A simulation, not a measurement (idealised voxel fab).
process module | voxel local oxidation
cross-section cut | 205 nm wide | cells 5 nm
A cross-section is a grid of square cells, given in bands from the top down. A band is one or more rows of cells.
Each band's line starts with the height of the band's top and of its bottom, in nm. Then come its materials from left to right, each with its width in nm. One material with "throughout" fills the band from edge to edge. "air" is empty space.
Height 0 is the level under which the wafer as received is all one material. The lowest band goes on downwards, as in "0 down".
A width such as "30 to 40" changes by the same amount from each row of cells to the next, from the band's top row to its bottom row.
"no change" after a step means that no cell of the cross-section changed.
closed voids: empty space of 8 cells or more with no open way to the top, each as width x height at its distance from the left edge, in nm
after a step's settings: what the simulator itself notes on the step
overlay nm, on a step with a mask: how far to the right of its planned place the mask lay; to the left if negative
plan
1 op RECEIVE | material Si
2 op OXIDIZE | depth nm 5
3 op CONFORMAL_DEP | material SiN | thk nm 10
4 op MASKED_ETCH | tone cover | mask id ACTIVE | width nm 100 | etch materials SiN | depth nm 10 | overlay nm 0
5 op SELECTIVE_ETCH | etch materials SiO2 | depth nm 5
6 op OXIDIZE | depth nm 10
7 op STRIP | etch materials SiN
as received, after step 1
  0 down: Si throughout
  closed voids: none
a wafer at the end: this start, this plan, one mistake
  0 to -5: air 50 | SiO2 100 | air 55
  -5 to -15: SiO2 60 | Si 80 | SiO2 65
  -15 down: Si throughout
  closed voids: none
what went wrong: step 4 ran as: op MASKED_ETCH | tone cover | mask id ACTIVE | width nm 110 | etch materials SiN | depth nm 10 | overlay nm 0
